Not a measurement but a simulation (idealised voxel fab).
process module | voxel transistor to metal
cross-section cut | 250 nm wide | cells 5 nm
A cross-section is a grid of square cells, given in bands from the top down. A band is one or more rows of cells.
Each band's line starts with the height of the band's top and of its bottom, in nm. Then come its materials from left to right, each with its width in nm. One material with "throughout" fills the band from edge to edge. "air" is empty space.
Height 0 is the level under which the wafer as received is all one material. The lowest band goes on downwards, as in "0 down".
A width such as "30 to 40" changes by the same amount from each row of cells to the next, from the band's top row to its bottom row.
"no change" after a step means that no cell of the cross-section changed.
closed voids: empty space of 8 cells or more with no open way to the top, each as width x height at its distance from the left edge, in nm
after a step's settings: what the simulator itself notes on the step
overlay nm, on a step with a mask: how far to the right of its planned place the mask lay; to the left if negative
plan
1 op RECEIVE | material Si
2 op CONFORMAL_DEP | material SiO2 | thk nm 5
3 op CONFORMAL_DEP | material SiN | thk nm 10
4 op PATTERN | tone cover | mask id ACTIVE | material resist | width nm 95 | pitch nm 125 | thk nm 15 | overlay nm 0
5 op DIRECTIONAL_ETCH | etch materials SiN | depth nm 10
6 op DIRECTIONAL_ETCH | etch materials SiO2 | depth nm 5
7 op DIRECTIONAL_ETCH | etch materials Si | depth nm 25
8 op STRIP | etch materials resist
9 op FILL_DEP | material SiO2 | thk nm 5
10 op CMP | height nm 15
11 op SELECTIVE_ETCH | etch materials SiO2 | depth nm 5
12 op STRIP | etch materials SiN
13 op SELECTIVE_ETCH | etch materials SiO2 | depth nm 5
14 op OXIDIZE | depth nm 5
15 op DIRECTIONAL_DEP | material polySi | thk nm 25
16 op DIRECTIONAL_DEP | material SiCN | thk nm 15
17 op PATTERN | tone cover | mask id GATE | material resist | width nm 25 | pitch nm 125 | thk nm 20 | overlay nm 0
18 op DIRECTIONAL_ETCH | etch materials SiCN | depth nm 25
19 op DIRECTIONAL_ETCH | etch materials polySi | depth nm 35
20 op STRIP | etch materials resist
21 op CONFORMAL_DEP | material SiO2 | thk nm 5
22 op DIRECTIONAL_ETCH | etch materials SiO2 | depth nm 5
23 op CONFORMAL_DEP | material SiN | thk nm 10
24 op DIRECTIONAL_ETCH | etch materials SiN | depth nm 10
25 op DIRECTIONAL_ETCH | etch materials SiO2 | depth nm 5
26 op DIRECTIONAL_ETCH | etch materials Si | depth nm 5
27 op EPI | material pSi | thk nm 10
28 op FILL_DEP | material SiO2 | thk nm 10
29 op CMP | height nm 40
30 op DIRECTIONAL_DEP | material SiO2 | thk nm 15
31 op DIRECTIONAL_DEP | material aC | thk nm 10
32 op PATTERN | tone open | mask id CONTACT | material resist | width nm 25 | thk nm 25 | overlay nm 0
33 op DIRECTIONAL_ETCH | etch materials aC | depth nm 10
34 op STRIP | etch materials resist
35 op DIRECTIONAL_ETCH | etch materials SiO2 | depth nm 50
36 op STRIP | etch materials aC
37 op CONFORMAL_DEP | material TiN | thk nm 5
38 op FILL_DEP | material Ru | thk nm 5
39 op CMP | height nm 55
40 op DIRECTIONAL_DEP | material TiN | thk nm 5
41 op DIRECTIONAL_DEP | material Ru | thk nm 25
42 op MASKED_ETCH | tone cover | mask id METAL_1 | width nm 15 | etch materials Ru | depth nm 25 | overlay nm 0
43 op MASKED_ETCH | tone cover | mask id METAL_1 | width nm 15 | etch materials TiN | depth nm 5 | overlay nm 0
44 op CONFORMAL_DEP | material SiN | thk nm 5
45 op FILL_DEP | material lowk | thk nm 10
46 op CMP | height nm 85
47 op CONFORMAL_DEP | material SiCN | thk nm 5
48 op DIRECTIONAL_DEP | material lowk | thk nm 30
49 op MASKED_ETCH | tone open | mask id METAL_2 | width nm 15 | pitch nm 125 | etch materials lowk | depth nm 20 | overlay nm 0
50 op DIRECTIONAL_DEP | material aC | thk nm 15
51 op PATTERN | tone open | mask id METAL_2_HOLES | material resist | width nm 15 | pitch nm 125 | thk nm 30 | overlay nm 0
52 op DIRECTIONAL_ETCH | etch materials aC | depth nm 15
53 op STRIP | etch materials resist
54 op DIRECTIONAL_ETCH | etch materials lowk | depth nm 10
55 op DIRECTIONAL_ETCH | etch materials SiCN | depth nm 5
56 op STRIP | etch materials aC
57 op CONFORMAL_DEP | material TiN | thk nm 5
58 op FILL_DEP | material Ru | thk nm 5
59 op CMP | height nm 120
60 op CONFORMAL_DEP | material SiN | thk nm 5
as received, after step 1
  0 down: Si throughout
  closed voids: none
a wafer at the end: this start, this plan, one mistake
  125 to 120: SiN throughout
  120 to 90: lowk 20 | TiN 5 | Ru 5 | TiN 5 | lowk 110 | TiN 5 | Ru 5 | TiN 5 | lowk 90
  90 to 85: SiCN 20 | TiN 15 | SiCN 110 | TiN 15 | SiCN 90
  85 to 60: lowk 15 | SiN 5 | Ru 15 | SiN 5 | lowk 45 | SiN 5 | Ru 15 | SiN 5 | lowk 30 | SiN 5 | Ru 15 | SiN 5 | lowk 45 | SiN 5 | Ru 15 | SiN 5 | lowk 15
  60 to 55: SiN 20 | TiN 15 | SiN 55 | TiN 15 | SiN 40 | TiN 15 | SiN 55 | TiN 15 | SiN 20
  55 to 45: SiO2 20 | TiN 5 | Ru 15 | TiN 5 | SiO2 35 | TiN 5 | Ru 15 | TiN 5 | SiO2 40 | TiN 5 | Ru 15 | TiN 5 | SiO2 35 | TiN 5 | Ru 15 | TiN 5 | SiO2 20
  45 to 40: SiO2 20 | TiN 5 | Ru 5 | TiN 15 | SiO2 35 | TiN 15 | Ru 5 | TiN 5 | SiO2 40 | TiN 5 | Ru 5 | TiN 15 | SiO2 35 | TiN 15 | Ru 5 | TiN 5 | SiO2 20
  40 to 25: SiO2 20 | TiN 5 | Ru 5 | TiN 5 | SiN 10 | SiO2 5 | SiCN 25 | SiO2 5 | SiN 10 | TiN 5 | Ru 5 | TiN 5 | SiO2 40 | TiN 5 | Ru 5 | TiN 5 | SiN 10 | SiO2 5 | SiCN 25 | SiO2 5 | SiN 10 | TiN 5 | Ru 5 | TiN 5 | SiO2 20
  25 to 10: SiO2 20 | TiN 5 | Ru 5 | TiN 5 | SiN 10 | SiO2 5 | polySi 25 | SiO2 5 | SiN 10 | TiN 5 | Ru 5 | TiN 5 | SiO2 40 | TiN 5 | Ru 5 | TiN 5 | SiN 10 | SiO2 5 | polySi 25 | SiO2 5 | SiN 10 | TiN 5 | Ru 5 | TiN 5 | SiO2 20
  10 to 5: SiO2 20 | TiN 15 | SiN 10 | SiO2 5 | polySi 25 | SiO2 5 | SiN 10 | TiN 15 | SiO2 40 | TiN 15 | SiN 10 | SiO2 5 | polySi 25 | SiO2 5 | SiN 10 | TiN 15 | SiO2 20
  5 to 0: SiO2 15 | SiN 10 | pSi 10 | SiN 10 | SiO2 5 | polySi 25 | SiO2 5 | SiN 10 | pSi 10 | SiN 10 | SiO2 30 | SiN 10 | pSi 10 | SiN 10 | SiO2 5 | polySi 25 | SiO2 5 | SiN 10 | pSi 10 | SiN 10 | SiO2 15
  0 to -5: SiO2 25 | pSi 10 | SiO2 55 | pSi 10 | SiO2 50 | pSi 10 | SiO2 55 | pSi 10 | SiO2 25
  -5 to -10: SiO2 15 | Si 10 | pSi 10 | Si 55 | pSi 10 | Si 10 | SiO2 30 | Si 10 | pSi 10 | Si 55 | pSi 10 | Si 10 | SiO2 15
  -10 to -15: SiO2 15 | Si 95 | SiO2 30 | Si 95 | SiO2 15
  -15 down: Si throughout
  closed voids: none
what went wrong: step 7 ran as: op DIRECTIONAL_ETCH | etch materials Si | depth nm 15
